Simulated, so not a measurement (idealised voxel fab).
Proc. module: voxel gate over fins
Xsec cut, 300 nm wide, square cell size 5 nm.
When this document writes out a cross-section, it uses a grid of square cells and lists it as bands, beginning at the top and moving down, with a band standing for one or more rows of cells. Quick guide to a band line: top height, bottom height (nm) up front; then every material left to right with its width in nm. Only one material and it's marked "edge to edge"? Then it fills the band edge to edge. And "blank" just means empty space. Heights are expressed relative to 0, this being the level below which the as-received wafer comprises one material exclusively. The lowest band is unbounded in the downward direction and is denoted as in "0 and below". A width such as "30->40" changes by the same amount from each row of cells to the next, from the band's top row to its bottom row. "left unchanged" for a step: no cell of the cross-section changed in that step. Any empty space of 8 cells or more lacking an open way to the top shows up in "Enclosed void list" as width x height at distance, distance from the left edge, in nm. Anything after a step's settings on that line? It's the simulator's own note about the step. overlay nm, on a step with a mask: how far to the right of its planned place the mask lay; to the left if negative.

# Process steps - plan
1,RECEIVE [material Si]
2,CONFORMAL_DEP [material SiN] [thk nm 5]
3,MASKED_ETCH [tone cover] [mask id FINS] [width nm 15] [pitch nm 55] [etch materials SiN] [depth nm 5] [overlay nm 0]
4,MASKED_ETCH [tone cover] [mask id FINS] [width nm 15] [pitch nm 55] [etch materials Si] [depth nm 40] [overlay nm 0]
5,OXIDIZE [depth nm 5]
6,FILL_DEP [material SiO2] [thk nm 10]
7,CMP [height nm 5]
8,DIRECTIONAL_DEP [material aC] [thk nm 10]
9,PATTERN [tone open] [mask id RAIL] [material resist] [width nm 15] [thk nm 25] [overlay nm 0]
10,DIRECTIONAL_ETCH [etch materials aC] [depth nm 10]
11,STRIP [etch materials resist]
12,DIRECTIONAL_ETCH [etch materials SiO2] [depth nm 40]
13,STRIP [etch materials aC]
14,CONFORMAL_DEP [material TiN] [thk nm 5]
15,FILL_DEP [material W] [thk nm 10]
16,CMP [height nm 5]
17,SELECTIVE_ETCH [etch materials W Ru TiN] [depth nm 25]
18,FILL_DEP [material SiO2] [thk nm 5]
19,CMP [height nm 5]
20,SELECTIVE_ETCH [etch materials SiO2] [depth nm 15]
21,STRIP [etch materials SiN]
22,CONFORMAL_DEP [material HfO2] [thk nm 5]
23,CONFORMAL_DEP [material TiN] [thk nm 5]
24,CONFORMAL_DEP [material TiAl] [thk nm 5]
25,CONFORMAL_DEP [material TiN] [thk nm 5]
26,FILL_DEP [material W] [thk nm 15]
27,CMP [height nm 30]
28,CONFORMAL_DEP [material SiN] [thk nm 5]

# The following pertains to the first of two wafers, which was processed as planned

# Cross-section, incoming material, after step 1
	0 and below | Si edge to edge
	Enclosed void list: none

# Presented here is a cross-section of the wafer after step 2 has been performed
	5 down to 0 | SiN edge to edge
	Unchanged below 0.

# Presented here is a cross-section of the wafer after step 3 has been performed
	5 down to 0 | blank (60), then SiN (15), then blank (40), then SiN (15), then blank (40), then SiN (15), then blank (40), then SiN (15), then blank (60)
	Unchanged below 0.

# Presented here is a cross-section of the wafer after step 4 has been performed
	5 down to 0 | blank (60), then SiN (15), then blank (40), then SiN (15), then blank (40), then SiN (15), then blank (40), then SiN (15), then blank (60)
	0 down to -40 | blank (60), then Si (15), then blank (40), then Si (15), then blank (40), then Si (15), then blank (40), then Si (15), then blank (60)
	Unchanged below -40.

# Presented here is a cross-section of the wafer after step 5 has been performed
	5 down to 0 | blank (60), then SiN (15), then blank (40), then SiN (15), then blank (40), then SiN (15), then blank (40), then SiN (15), then blank (60)
	0 down to -40 | blank (60), then SiO2 (5), then Si (5), then SiO2 (5), then blank (40), then SiO2 (5), then Si (5), then SiO2 (5), then blank (40), then SiO2 (5), then Si (5), then SiO2 (5), then blank (40), then SiO2 (5), then Si (5), then SiO2 (5), then blank (60)
	-40 down to -45 | SiO2 (65), then Si (5), then SiO2 (50), then Si (5), then SiO2 (50), then Si (5), then SiO2 (50), then Si (5), then SiO2 (65)
	Unchanged below -45.

# Presented here is a cross-section of the wafer after step 6 has been performed
	15 down to 5 | SiO2 edge to edge
	5 down to 0 | SiO2 (60), then SiN (15), then SiO2 (40), then SiN (15), then SiO2 (40), then SiN (15), then SiO2 (40), then SiN (15), then SiO2 (60)
	0 down to -45 | SiO2 (65), then Si (5), then SiO2 (50), then Si (5), then SiO2 (50), then Si (5), then SiO2 (50), then Si (5), then SiO2 (65)
	Unchanged below -45.

# Presented here is a cross-section of the wafer after step 7 has been performed
	5 down to 0 | SiO2 (60), then SiN (15), then SiO2 (40), then SiN (15), then SiO2 (40), then SiN (15), then SiO2 (40), then SiN (15), then SiO2 (60)
	Unchanged below 0.

# Presented here is a cross-section of the wafer after step 8 has been performed
	15 down to 5 | aC edge to edge
	Unchanged below 5.

# Presented here is a cross-section of the wafer after step 9 has been performed
	40 down to 15 | resist (85), then blank (15), then resist (200)
	Unchanged below 15.

# Presented here is a cross-section of the wafer after step 10 has been performed
	30 down to 15 | resist (85), then blank (15), then resist (200)
	15 down to 5 | aC (85), then blank (15), then aC (200)
	Unchanged below 5.

# Presented here is a cross-section of the wafer after step 11 has been performed
	15 down to 5 | aC (85), then blank (15), then aC (200)
	Unchanged below 5.

# Presented here is a cross-section of the wafer after step 12 has been performed
	15 down to 5 | aC (85), then blank (15), then aC (200)
	5 down to 0 | SiO2 (60), then SiN (15), then SiO2 (10), then blank (15), then SiO2 (15), then SiN (15), then SiO2 (40), then SiN (15), then SiO2 (40), then SiN (15), then SiO2 (60)
	0 down to -35 | SiO2 (65), then Si (5), then SiO2 (15), then blank (15), then SiO2 (20), then Si (5), then SiO2 (50), then Si (5), then SiO2 (50), then Si (5), then SiO2 (65)
	Unchanged below -35.

# Presented here is a cross-section of the wafer after step 13 has been performed
	5 down to 0 | SiO2 (60), then SiN (15), then SiO2 (10), then blank (15), then SiO2 (15), then SiN (15), then SiO2 (40), then SiN (15), then SiO2 (40), then SiN (15), then SiO2 (60)
	Unchanged below 0.

# Presented here is a cross-section of the wafer after step 14 has been performed
	10 down to 5 | TiN (90), then blank (5), then TiN (205)
	5 down to 0 | SiO2 (60), then SiN (15), then SiO2 (10), then TiN (5), then blank (5), then TiN (5), then SiO2 (15), then SiN (15), then SiO2 (40), then SiN (15), then SiO2 (40), then SiN (15), then SiO2 (60)
	0 down to -30 | SiO2 (65), then Si (5), then SiO2 (15), then TiN (5), then blank (5), then TiN (5), then SiO2 (20), then Si (5), then SiO2 (50), then Si (5), then SiO2 (50), then Si (5), then SiO2 (65)
	-30 down to -35 | SiO2 (65), then Si (5), then SiO2 (15), then TiN (15), then SiO2 (20), then Si (5), then SiO2 (50), then Si (5), then SiO2 (50), then Si (5), then SiO2 (65)
	Unchanged below -35.

# Presented here is a cross-section of the wafer after step 15 has been performed
	20 down to 10 | W edge to edge
	10 down to 5 | TiN (90), then W (5), then TiN (205)
	5 down to 0 | SiO2 (60), then SiN (15), then SiO2 (10), then TiN (5), then W (5), then TiN (5), then SiO2 (15), then SiN (15), then SiO2 (40), then SiN (15), then SiO2 (40), then SiN (15), then SiO2 (60)
	0 down to -30 | SiO2 (65), then Si (5), then SiO2 (15), then TiN (5), then W (5), then TiN (5), then SiO2 (20), then Si (5), then SiO2 (50), then Si (5), then SiO2 (50), then Si (5), then SiO2 (65)
	Unchanged below -30.

# Presented here is a cross-section of the wafer after step 16 has been performed
	5 down to 0 | SiO2 (60), then SiN (15), then SiO2 (10), then TiN (5), then W (5), then TiN (5), then SiO2 (15), then SiN (15), then SiO2 (40), then SiN (15), then SiO2 (40), then SiN (15), then SiO2 (60)
	Unchanged below 0.

# Presented here is a cross-section of the wafer after step 17 has been performed
	5 down to 0 | SiO2 (60), then SiN (15), then SiO2 (10), then blank (15), then SiO2 (15), then SiN (15), then SiO2 (40), then SiN (15), then SiO2 (40), then SiN (15), then SiO2 (60)
	0 down to -20 | SiO2 (65), then Si (5), then SiO2 (15), then blank (15), then SiO2 (20), then Si (5), then SiO2 (50), then Si (5), then SiO2 (50), then Si (5), then SiO2 (65)
	Unchanged below -20.

# Presented here is a cross-section of the wafer after step 18 has been performed
	10 down to 5 | SiO2 edge to edge
	5 down to 0 | SiO2 (60), then SiN (15), then SiO2 (40), then SiN (15), then SiO2 (40), then SiN (15), then SiO2 (40), then SiN (15), then SiO2 (60)
	0 down to -20 | SiO2 (65), then Si (5), then SiO2 (50), then Si (5), then SiO2 (50), then Si (5), then SiO2 (50), then Si (5), then SiO2 (65)
	Unchanged below -20.

# Presented here is a cross-section of the wafer after step 19 has been performed
	5 down to 0 | SiO2 (60), then SiN (15), then SiO2 (40), then SiN (15), then SiO2 (40), then SiN (15), then SiO2 (40), then SiN (15), then SiO2 (60)
	Unchanged below 0.

# Presented here is a cross-section of the wafer after step 20 has been performed
	5 down to 0 | blank (60), then SiN (15), then blank (40), then SiN (15), then blank (40), then SiN (15), then blank (40), then SiN (15), then blank (60)
	0 down to -10 | blank (65), then Si (5), then blank (50), then Si (5), then blank (50), then Si (5), then blank (50), then Si (5), then blank (65)
	Unchanged below -10.

# Presented here is a cross-section of the wafer after step 21 has been performed
	0 down to -10 | blank (65), then Si (5), then blank (50), then Si (5), then blank (50), then Si (5), then blank (50), then Si (5), then blank (65)
	Unchanged below -10.

# Presented here is a cross-section of the wafer after step 22 has been performed
	5 down to 0 | blank (60), then HfO2 (15), then blank (40), then HfO2 (15), then blank (40), then HfO2 (15), then blank (40), then HfO2 (15), then blank (60)
	0 down to -5 | blank (60), then HfO2 (5), then Si (5), then HfO2 (5), then blank (40), then HfO2 (5), then Si (5), then HfO2 (5), then blank (40), then HfO2 (5), then Si (5), then HfO2 (5), then blank (40), then HfO2 (5), then Si (5), then HfO2 (5), then blank (60)
	-5 down to -10 | HfO2 (65), then Si (5), then HfO2 (50), then Si (5), then HfO2 (50), then Si (5), then HfO2 (50), then Si (5), then HfO2 (65)
	Unchanged below -10.

# Presented here is a cross-section of the wafer after step 23 has been performed
	10 down to 5 | blank (55), then TiN (25), then blank (30), then TiN (25), then blank (30), then TiN (25), then blank (30), then TiN (25), then blank (55)
	5 down to 0 | blank (55), then TiN (5), then HfO2 (15), then TiN (5), then blank (30), then TiN (5), then HfO2 (15), then TiN (5), then blank (30), then TiN (5), then HfO2 (15), then TiN (5), then blank (30), then TiN (5), then HfO2 (15), then TiN (5), then blank (55)
	0 down to -5 | TiN (60), then HfO2 (5), then Si (5), then HfO2 (5), then TiN (40), then HfO2 (5), then Si (5), then HfO2 (5), then TiN (40), then HfO2 (5), then Si (5), then HfO2 (5), then TiN (40), then HfO2 (5), then Si (5), then HfO2 (5), then TiN (60)
	Unchanged below -5.

# Presented here is a cross-section of the wafer after step 24 has been performed
	15 down to 10 | blank (50), then TiAl (35), then blank (20), then TiAl (35), then blank (20), then TiAl (35), then blank (20), then TiAl (35), then blank (50)
	10 down to 5 | blank (50), then TiAl (5), then TiN (25), then TiAl (5), then blank (20), then TiAl (5), then TiN (25), then TiAl (5), then blank (20), then TiAl (5), then TiN (25), then TiAl (5), then blank (20), then TiAl (5), then TiN (25), then TiAl (5), then blank (50)
	5 down to 0 | TiAl (55), then TiN (5), then HfO2 (15), then TiN (5), then TiAl (30), then TiN (5), then HfO2 (15), then TiN (5), then TiAl (30), then TiN (5), then HfO2 (15), then TiN (5), then TiAl (30), then TiN (5), then HfO2 (15), then TiN (5), then TiAl (55)
	Unchanged below 0.

# Presented here is a cross-section of the wafer after step 25 has been performed
	20 down to 15 | blank (45), then TiN (45), then blank (10), then TiN (45), then blank (10), then TiN (45), then blank (10), then TiN (45), then blank (45)
	15 down to 10 | blank (45), then TiN (5), then TiAl (35), then TiN (5), then blank (10), then TiN (5), then TiAl (35), then TiN (5), then blank (10), then TiN (5), then TiAl (35), then TiN (5), then blank (10), then TiN (5), then TiAl (35), then TiN (5), then blank (45)
	10 down to 5 | TiN (50), then TiAl (5), then TiN (25), then TiAl (5), then TiN (20), then TiAl (5), then TiN (25), then TiAl (5), then TiN (20), then TiAl (5), then TiN (25), then TiAl (5), then TiN (20), then TiAl (5), then TiN (25), then TiAl (5), then TiN (50)
	Unchanged below 5.

# Presented here is a cross-section of the wafer after step 26 has been performed
	35 down to 20 | W edge to edge
	20 down to 15 | W (45), then TiN (45), then W (10), then TiN (45), then W (10), then TiN (45), then W (10), then TiN (45), then W (45)
	15 down to 10 | W (45), then TiN (5), then TiAl (35), then TiN (5), then W (10), then TiN (5), then TiAl (35), then TiN (5), then W (10), then TiN (5), then TiAl (35), then TiN (5), then W (10), then TiN (5), then TiAl (35), then TiN (5), then W (45)
	Unchanged below 10.

# Presented here is a cross-section of the wafer after step 27 has been performed
	30 down to 20 | W edge to edge
	Unchanged below 20.

# Presented here is a cross-section of the wafer after step 28 has been performed
	35 down to 30 | SiN edge to edge
	Unchanged below 30.

# Okay, second wafer. Nothing different at the start, nothing different in the plan, just one mistake somewhere in the running. As far as step 27, counting that step, it's the first wafer all over again

# Second wafer, section view, time point: scheduled end of step 28
	35 down to 20 | W edge to edge
	Unchanged below 20.
It is concluded that the wafer was processed incorrectly with respect to the plan, in that note that step 28 departed from the planned setting and was carried out as CONFORMAL_DEP [material W] [thk nm 5]
End check, counted in cells, second wafer has more or fewer of these materials than the first: -60 SiN; +60 W
